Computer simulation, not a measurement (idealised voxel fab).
process module | voxel transistor to metal
cross-section cut | 195 nm wide | cells 5 nm
A cross-section is a grid of square cells, given in bands from the top down. A band is one or more rows of cells.
Each band's line starts with the height of the band's top and of its bottom, in nm. Then come its materials from left to right, each with its width in nm. One material with "throughout" fills the band from edge to edge. "air" is empty space.
Height 0 is the level under which the wafer as received is all one material. The lowest band goes on downwards, as in "0 down".
A width such as "30 to 40" changes by the same amount from each row of cells to the next, from the band's top row to its bottom row.
"no change" after a step means that no cell of the cross-section changed.
closed voids: empty space of 8 cells or more with no open way to the top, each as width x height at its distance from the left edge, in nm
after a step's settings: what the simulator itself notes on the step
overlay nm, on a step with a mask: how far to the right of its planned place the mask lay; to the left if negative
plan
1 op RECEIVE | material Si
2 op CONFORMAL_DEP | material SiO2 | thk nm 5
3 op CONFORMAL_DEP | material SiN | thk nm 10
4 op DIRECTIONAL_DEP | material aC | thk nm 10
5 op PATTERN | tone cover | mask id ACTIVE | material resist | width nm 115 | thk nm 25 | overlay nm 0
6 op DIRECTIONAL_ETCH | etch materials aC | depth nm 10
7 op STRIP | etch materials resist
8 op DIRECTIONAL_ETCH | etch materials SiN | depth nm 10
9 op DIRECTIONAL_ETCH | etch materials SiO2 | depth nm 5
10 op DIRECTIONAL_ETCH | etch materials Si | depth nm 25
11 op STRIP | etch materials aC
12 op FILL_DEP | material SiO2 | thk nm 5
13 op CMP | height nm 15
14 op SELECTIVE_ETCH | etch materials SiO2 | depth nm 10
15 op STRIP | etch materials SiN
16 op SELECTIVE_ETCH | etch materials SiO2 | depth nm 5
17 op OXIDIZE | depth nm 5
18 op DIRECTIONAL_DEP | material polySi | thk nm 25
19 op DIRECTIONAL_DEP | material SiCN | thk nm 15
20 op MASKED_ETCH | tone cover | mask id GATE | width nm 25 | etch materials SiCN | depth nm 25 | overlay nm 0
21 op MASKED_ETCH | tone cover | mask id GATE | width nm 25 | etch materials polySi | depth nm 35 | overlay nm 0
22 op CONFORMAL_DEP | material SiO2 | thk nm 5
23 op DIRECTIONAL_ETCH | etch materials SiO2 | depth nm 5
24 op CONFORMAL_DEP | material SiN | thk nm 10
25 op DIRECTIONAL_ETCH | etch materials SiN | depth nm 10
26 op DIRECTIONAL_ETCH | etch materials SiO2 | depth nm 5
27 op DIRECTIONAL_ETCH | etch materials Si | depth nm 5
28 op EPI | material SiGe | thk nm 10
29 op FILL_DEP | material SiO2 | thk nm 5
30 op CMP | height nm 25
31 op STRIP | etch materials polySi
32 op SELECTIVE_ETCH | etch materials SiO2 | depth nm 5
33 op CONFORMAL_DEP | material HfO2 | thk nm 5
34 op CONFORMAL_DEP | material TiN | thk nm 5
35 op FILL_DEP | material W | thk nm 5
36 op CMP | height nm 20
37 op DIRECTIONAL_DEP | material SiO2 | thk nm 10
38 op MASKED_ETCH | tone open | mask id CONTACT | width nm 20 | pitch nm 75 | etch materials SiO2 | depth nm 30 | overlay nm 0
39 op CONFORMAL_DEP | material TiN | thk nm 5
40 op FILL_DEP | material W | thk nm 5
41 op CMP | height nm 30
42 op CONFORMAL_DEP | material SiCN | thk nm 5
43 op DIRECTIONAL_DEP | material SiO2 | thk nm 15
44 op DIRECTIONAL_DEP | material aC | thk nm 15
45 op PATTERN | tone open | mask id METAL_1 | material resist | width nm 20 | pitch nm 75 | thk nm 30 | overlay nm 0
46 op DIRECTIONAL_ETCH | etch materials aC | depth nm 15
47 op STRIP | etch materials resist
48 op DIRECTIONAL_ETCH | etch materials SiO2 | depth nm 15
49 op DIRECTIONAL_ETCH | etch materials SiCN | depth nm 5
50 op STRIP | etch materials aC
51 op CONFORMAL_DEP | material TiN | thk nm 5
52 op FILL_DEP | material Ru | thk nm 5
53 op CMP | height nm 50
54 op CONFORMAL_DEP | material SiN | thk nm 5
first wafer, as planned
as received, after step 1
  0 down: Si throughout
  closed voids: none
after step 2
  5 to 0: SiO2 throughout
  below 0: unchanged
after step 3
  15 to 5: SiN throughout
  below 5: unchanged
after step 4
  25 to 15: aC throughout
  below 15: unchanged
after step 5
  50 to 25: air 40 | resist 115 | air 40
  below 25: unchanged
after step 6
  40 to 25: air 40 | resist 115 | air 40
  25 to 15: air 40 | aC 115 | air 40
  below 15: unchanged
after step 7
  25 to 15: air 40 | aC 115 | air 40
  below 15: unchanged
after step 8
  25 to 15: air 40 | aC 115 | air 40
  15 to 5: air 40 | SiN 115 | air 40
  below 5: unchanged
after step 9
  25 to 15: air 40 | aC 115 | air 40
  15 to 5: air 40 | SiN 115 | air 40
  5 to 0: air 40 | SiO2 115 | air 40
  below 0: unchanged
after step 10
  25 to 15: air 40 | aC 115 | air 40
  15 to 5: air 40 | SiN 115 | air 40
  5 to 0: air 40 | SiO2 115 | air 40
  0 to -25: air 40 | Si 115 | air 40
  below -25: unchanged
after step 11
  15 to 5: air 40 | SiN 115 | air 40
  below 5: unchanged
after step 12
  20 to 15: SiO2 throughout
  15 to 5: SiO2 40 | SiN 115 | SiO2 40
  5 to 0: SiO2 throughout
  0 to -25: SiO2 40 | Si 115 | SiO2 40
  below -25: unchanged
after step 13
  15 to 5: SiO2 40 | SiN 115 | SiO2 40
  below 5: unchanged
after step 14
  15 to 5: air 40 | SiN 115 | air 40
  below 5: unchanged
after step 15
  5 to 0: SiO2 throughout
  below 0: unchanged
after step 16
  0 to -25: SiO2 40 | Si 115 | SiO2 40
  below -25: unchanged
after step 17
  0 to -5: SiO2 throughout
  below -5: unchanged
after step 18
  25 to 0: polySi throughout
  below 0: unchanged
after step 19
  40 to 25: SiCN throughout
  below 25: unchanged
after step 20
  40 to 25: air 85 | SiCN 25 | air 85
  below 25: unchanged
after step 21
  40 to 25: air 85 | SiCN 25 | air 85
  25 to 0: air 85 | polySi 25 | air 85
  below 0: unchanged
after step 22
  45 to 40: air 80 | SiO2 35 | air 80
  40 to 25: air 80 | SiO2 5 | SiCN 25 | SiO2 5 | air 80
  25 to 5: air 80 | SiO2 5 | polySi 25 | SiO2 5 | air 80
  5 to 0: SiO2 85 | polySi 25 | SiO2 85
  below 0: unchanged
after step 23
  40 to 25: air 80 | SiO2 5 | SiCN 25 | SiO2 5 | air 80
  25 to 0: air 80 | SiO2 5 | polySi 25 | SiO2 5 | air 80
  below 0: unchanged
after step 24
  50 to 40: air 70 | SiN 55 | air 70
  40 to 25: air 70 | SiN 10 | SiO2 5 | SiCN 25 | SiO2 5 | SiN 10 | air 70
  25 to 10: air 70 | SiN 10 | SiO2 5 | polySi 25 | SiO2 5 | SiN 10 | air 70
  10 to 0: SiN 80 | SiO2 5 | polySi 25 | SiO2 5 | SiN 80
  below 0: unchanged
after step 25
  40 to 25: air 70 | SiN 10 | SiO2 5 | SiCN 25 | SiO2 5 | SiN 10 | air 70
  25 to 0: air 70 | SiN 10 | SiO2 5 | polySi 25 | SiO2 5 | SiN 10 | air 70
  below 0: unchanged
after step 26
  40 to 35: air 70 | SiN 10 | air 5 | SiCN 25 | air 5 | SiN 10 | air 70
  35 to 25: air 70 | SiN 10 | SiO2 5 | SiCN 25 | SiO2 5 | SiN 10 | air 70
  25 to 0: air 70 | SiN 10 | SiO2 5 | polySi 25 | SiO2 5 | SiN 10 | air 70
  0 to -5: air 70 | SiO2 55 | air 70
  below -5: unchanged
after step 27
  40 to 35: air 70 | SiN 10 | air 5 | SiCN 25 | air 5 | SiN 10 | air 70
  35 to 25: air 70 | SiN 10 | SiO2 5 | SiCN 25 | SiO2 5 | SiN 10 | air 70
  25 to 0: air 70 | SiN 10 | SiO2 5 | polySi 25 | SiO2 5 | SiN 10 | air 70
  0 to -5: air 70 | SiO2 55 | air 70
  -5 to -10: SiO2 40 | air 30 | Si 55 | air 30 | SiO2 40
  below -10: unchanged
after step 28
  40 to 35: air 70 | SiN 10 | air 5 | SiCN 25 | air 5 | SiN 10 | air 70
  35 to 25: air 70 | SiN 10 | SiO2 5 | SiCN 25 | SiO2 5 | SiN 10 | air 70
  25 to 5: air 70 | SiN 10 | SiO2 5 | polySi 25 | SiO2 5 | SiN 10 | air 70
  5 to 0: air 60 | SiGe 10 | SiN 10 | SiO2 5 | polySi 25 | SiO2 5 | SiN 10 | SiGe 10 | air 60
  0 to -5: air 35 | SiGe 35 | SiO2 55 | SiGe 35 | air 35
  -5 to -10: SiO2 40 | SiGe 30 | Si 55 | SiGe 30 | SiO2 40
  below -10: unchanged
after step 29
  45 to 40: SiO2 throughout
  40 to 25: SiO2 70 | SiN 10 | SiO2 5 | SiCN 25 | SiO2 5 | SiN 10 | SiO2 70
  25 to 5: SiO2 70 | SiN 10 | SiO2 5 | polySi 25 | SiO2 5 | SiN 10 | SiO2 70
  5 to 0: SiO2 60 | SiGe 10 | SiN 10 | SiO2 5 | polySi 25 | SiO2 5 | SiN 10 | SiGe 10 | SiO2 60
  0 to -5: SiO2 35 | SiGe 35 | SiO2 55 | SiGe 35 | SiO2 35
  below -5: unchanged
after step 30
  25 to 5: SiO2 70 | SiN 10 | SiO2 5 | polySi 25 | SiO2 5 | SiN 10 | SiO2 70
  below 5: unchanged
after step 31
  25 to 5: SiO2 70 | SiN 10 | SiO2 5 | air 25 | SiO2 5 | SiN 10 | SiO2 70
  5 to 0: SiO2 60 | SiGe 10 | SiN 10 | SiO2 5 | air 25 | SiO2 5 | SiN 10 | SiGe 10 | SiO2 60
  below 0: unchanged
after step 32
  25 to 20: air 70 | SiN 10 | air 35 | SiN 10 | air 70
  20 to 5: SiO2 70 | SiN 10 | air 35 | SiN 10 | SiO2 70
  5 to 0: SiO2 60 | SiGe 10 | SiN 10 | air 35 | SiN 10 | SiGe 10 | SiO2 60
  0 to -5: SiO2 35 | SiGe 35 | SiO2 10 | air 35 | SiO2 10 | SiGe 35 | SiO2 35
  below -5: unchanged
after step 33
  30 to 25: air 65 | HfO2 20 | air 25 | HfO2 20 | air 65
  25 to 20: HfO2 70 | SiN 10 | HfO2 5 | air 25 | HfO2 5 | SiN 10 | HfO2 70
  20 to 5: SiO2 70 | SiN 10 | HfO2 5 | air 25 | HfO2 5 | SiN 10 | SiO2 70
  5 to 0: SiO2 60 | SiGe 10 | SiN 10 | HfO2 5 | air 25 | HfO2 5 | SiN 10 | SiGe 10 | SiO2 60
  0 to -5: SiO2 35 | SiGe 35 | SiO2 10 | HfO2 35 | SiO2 10 | SiGe 35 | SiO2 35
  below -5: unchanged
after step 34
  35 to 30: air 60 | TiN 30 | air 15 | TiN 30 | air 60
  30 to 25: TiN 65 | HfO2 20 | TiN 5 | air 15 | TiN 5 | HfO2 20 | TiN 65
  25 to 20: HfO2 70 | SiN 10 | HfO2 5 | TiN 5 | air 15 | TiN 5 | HfO2 5 | SiN 10 | HfO2 70
  20 to 5: SiO2 70 | SiN 10 | HfO2 5 | TiN 5 | air 15 | TiN 5 | HfO2 5 | SiN 10 | SiO2 70
  5 to 0: SiO2 60 | SiGe 10 | SiN 10 | HfO2 5 | TiN 25 | HfO2 5 | SiN 10 | SiGe 10 | SiO2 60
  below 0: unchanged
after step 35
  40 to 35: W throughout
  35 to 30: W 60 | TiN 30 | W 15 | TiN 30 | W 60
  30 to 25: TiN 65 | HfO2 20 | TiN 5 | W 15 | TiN 5 | HfO2 20 | TiN 65
  25 to 20: HfO2 70 | SiN 10 | HfO2 5 | TiN 5 | W 15 | TiN 5 | HfO2 5 | SiN 10 | HfO2 70
  20 to 5: SiO2 70 | SiN 10 | HfO2 5 | TiN 5 | W 15 | TiN 5 | HfO2 5 | SiN 10 | SiO2 70
  below 5: unchanged
after step 36
  20 to 5: SiO2 70 | SiN 10 | HfO2 5 | TiN 5 | W 15 | TiN 5 | HfO2 5 | SiN 10 | SiO2 70
  below 5: unchanged
after step 37
  30 to 20: SiO2 throughout
  below 20: unchanged
after step 38
  30 to 20: SiO2 50 | air 20 | SiO2 55 | air 20 | SiO2 50
  20 to 5: SiO2 50 | air 20 | SiN 10 | HfO2 5 | TiN 5 | W 15 | TiN 5 | HfO2 5 | SiN 10 | air 20 | SiO2 50
  5 to 0: SiO2 50 | air 10 | SiGe 10 | SiN 10 | HfO2 5 | TiN 25 | HfO2 5 | SiN 10 | SiGe 10 | air 10 | SiO2 50
  below 0: unchanged
after step 39
  35 to 30: TiN 55 | air 10 | TiN 65 | air 10 | TiN 55
  30 to 20: SiO2 50 | TiN 5 | air 10 | TiN 5 | SiO2 55 | TiN 5 | air 10 | TiN 5 | SiO2 50
  20 to 10: SiO2 50 | TiN 5 | air 10 | TiN 5 | SiN 10 | HfO2 5 | TiN 5 | W 15 | TiN 5 | HfO2 5 | SiN 10 | TiN 5 | air 10 | TiN 5 | SiO2 50
  10 to 5: SiO2 50 | TiN 20 | SiN 10 | HfO2 5 | TiN 5 | W 15 | TiN 5 | HfO2 5 | SiN 10 | TiN 20 | SiO2 50
  5 to 0: SiO2 50 | TiN 10 | SiGe 10 | SiN 10 | HfO2 5 | TiN 25 | HfO2 5 | SiN 10 | SiGe 10 | TiN 10 | SiO2 50
  below 0: unchanged
after step 40
  40 to 35: W throughout
  35 to 30: TiN 55 | W 10 | TiN 65 | W 10 | TiN 55
  30 to 20: SiO2 50 | TiN 5 | W 10 | TiN 5 | SiO2 55 | TiN 5 | W 10 | TiN 5 | SiO2 50
  20 to 10: SiO2 50 | TiN 5 | W 10 | TiN 5 | SiN 10 | HfO2 5 | TiN 5 | W 15 | TiN 5 | HfO2 5 | SiN 10 | TiN 5 | W 10 | TiN 5 | SiO2 50
  below 10: unchanged
after step 41
  30 to 20: SiO2 50 | TiN 5 | W 10 | TiN 5 | SiO2 55 | TiN 5 | W 10 | TiN 5 | SiO2 50
  below 20: unchanged
after step 42
  35 to 30: SiCN throughout
  below 30: unchanged
after step 43
  50 to 35: SiO2 throughout
  below 35: unchanged
after step 44
  65 to 50: aC throughout
  below 50: unchanged
after step 45
  95 to 65: resist 50 | air 20 | resist 55 | air 20 | resist 50
  below 65: unchanged
after step 46
  80 to 65: resist 50 | air 20 | resist 55 | air 20 | resist 50
  65 to 50: aC 50 | air 20 | aC 55 | air 20 | aC 50
  below 50: unchanged
after step 47
  65 to 50: aC 50 | air 20 | aC 55 | air 20 | aC 50
  below 50: unchanged
after step 48
  65 to 50: aC 50 | air 20 | aC 55 | air 20 | aC 50
  50 to 35: SiO2 50 | air 20 | SiO2 55 | air 20 | SiO2 50
  below 35: unchanged
after step 49
  65 to 50: aC 50 | air 20 | aC 55 | air 20 | aC 50
  50 to 35: SiO2 50 | air 20 | SiO2 55 | air 20 | SiO2 50
  35 to 30: SiCN 50 | air 20 | SiCN 55 | air 20 | SiCN 50
  below 30: unchanged
after step 50
  50 to 35: SiO2 50 | air 20 | SiO2 55 | air 20 | SiO2 50
  below 35: unchanged
after step 51
  55 to 50: TiN 55 | air 10 | TiN 65 | air 10 | TiN 55
  50 to 35: SiO2 50 | TiN 5 | air 10 | TiN 5 | SiO2 55 | TiN 5 | air 10 | TiN 5 | SiO2 50
  35 to 30: SiCN 50 | TiN 20 | SiCN 55 | TiN 20 | SiCN 50
  below 30: unchanged
after step 52
  60 to 55: Ru throughout
  55 to 50: TiN 55 | Ru 10 | TiN 65 | Ru 10 | TiN 55
  50 to 35: SiO2 50 | TiN 5 | Ru 10 | TiN 5 | SiO2 55 | TiN 5 | Ru 10 | TiN 5 | SiO2 50
  below 35: unchanged
after step 53
  50 to 35: SiO2 50 | TiN 5 | Ru 10 | TiN 5 | SiO2 55 | TiN 5 | Ru 10 | TiN 5 | SiO2 50
  below 35: unchanged
after step 54
  55 to 50: SiN throughout
  below 50: unchanged
second wafer: like start, like plan, one mistake. Through step 35 it matches the first wafer
when step 36 should have ended
  10 to 5: SiO2 70 | SiN 10 | HfO2 5 | TiN 5 | W 15 | TiN 5 | HfO2 5 | SiN 10 | SiO2 70
  below 5: unchanged
when step 37 should have ended
  20 to 10: SiO2 throughout
  below 10: unchanged
when step 38 should have ended
  20 to 10: SiO2 50 | air 20 | SiO2 55 | air 20 | SiO2 50
  10 to 5: SiO2 50 | air 20 | SiN 10 | HfO2 5 | TiN 5 | W 15 | TiN 5 | HfO2 5 | SiN 10 | air 20 | SiO2 50
  5 to 0: SiO2 50 | air 10 | SiGe 10 | SiN 10 | HfO2 5 | TiN 25 | HfO2 5 | SiN 10 | SiGe 10 | air 10 | SiO2 50
  below 0: unchanged
when step 39 should have ended
  25 to 20: TiN 55 | air 10 | TiN 65 | air 10 | TiN 55
  20 to 10: SiO2 50 | TiN 5 | air 10 | TiN 5 | SiO2 55 | TiN 5 | air 10 | TiN 5 | SiO2 50
  10 to 5: SiO2 50 | TiN 20 | SiN 10 | HfO2 5 | TiN 5 | W 15 | TiN 5 | HfO2 5 | SiN 10 | TiN 20 | SiO2 50
  5 to 0: SiO2 50 | TiN 10 | SiGe 10 | SiN 10 | HfO2 5 | TiN 25 | HfO2 5 | SiN 10 | SiGe 10 | TiN 10 | SiO2 50
  below 0: unchanged
when step 40 should have ended
  30 to 25: W throughout
  25 to 20: TiN 55 | W 10 | TiN 65 | W 10 | TiN 55
  20 to 10: SiO2 50 | TiN 5 | W 10 | TiN 5 | SiO2 55 | TiN 5 | W 10 | TiN 5 | SiO2 50
  below 10: unchanged
when step 41 should have ended: no change
when step 42 should have ended
  35 to 30: SiCN throughout
  below 30: unchanged
when step 43 should have ended
  50 to 35: SiO2 throughout
  below 35: unchanged
when step 44 should have ended
  65 to 50: aC throughout
  below 50: unchanged
when step 45 should have ended
  95 to 65: resist 50 | air 20 | resist 55 | air 20 | resist 50
  below 65: unchanged
when step 46 should have ended
  80 to 65: resist 50 | air 20 | resist 55 | air 20 | resist 50
  65 to 50: aC 50 | air 20 | aC 55 | air 20 | aC 50
  below 50: unchanged
when step 47 should have ended
  65 to 50: aC 50 | air 20 | aC 55 | air 20 | aC 50
  below 50: unchanged
when step 48 should have ended
  65 to 50: aC 50 | air 20 | aC 55 | air 20 | aC 50
  50 to 35: SiO2 50 | air 20 | SiO2 55 | air 20 | SiO2 50
  below 35: unchanged
when step 49 should have ended
  65 to 50: aC 50 | air 20 | aC 55 | air 20 | aC 50
  50 to 35: SiO2 50 | air 20 | SiO2 55 | air 20 | SiO2 50
  35 to 30: SiCN 50 | air 20 | SiCN 55 | air 20 | SiCN 50
  below 30: unchanged
when step 50 should have ended
  50 to 35: SiO2 50 | air 20 | SiO2 55 | air 20 | SiO2 50
  below 35: unchanged
when step 51 should have ended
  55 to 50: TiN 55 | air 10 | TiN 65 | air 10 | TiN 55
  50 to 35: SiO2 50 | TiN 5 | air 10 | TiN 5 | SiO2 55 | TiN 5 | air 10 | TiN 5 | SiO2 50
  35 to 30: SiCN 50 | TiN 20 | SiCN 55 | TiN 20 | SiCN 50
  below 30: unchanged
when step 52 should have ended
  60 to 55: Ru throughout
  55 to 50: TiN 55 | Ru 10 | TiN 65 | Ru 10 | TiN 55
  50 to 35: SiO2 50 | TiN 5 | Ru 10 | TiN 5 | SiO2 55 | TiN 5 | Ru 10 | TiN 5 | SiO2 50
  below 35: unchanged
when step 53 should have ended
  50 to 35: SiO2 50 | TiN 5 | Ru 10 | TiN 5 | SiO2 55 | TiN 5 | Ru 10 | TiN 5 | SiO2 50
  below 35: unchanged
when step 54 should have ended
  55 to 50: SiN throughout
  below 50: unchanged
what went wrong: step 36 ran as: op CMP | height nm 10
at the end the second wafer has, in cells: 4 fewer of HfO2 | 8 fewer of SiN | 40 fewer of SiO2 | 23 more of TiN | 29 more of W
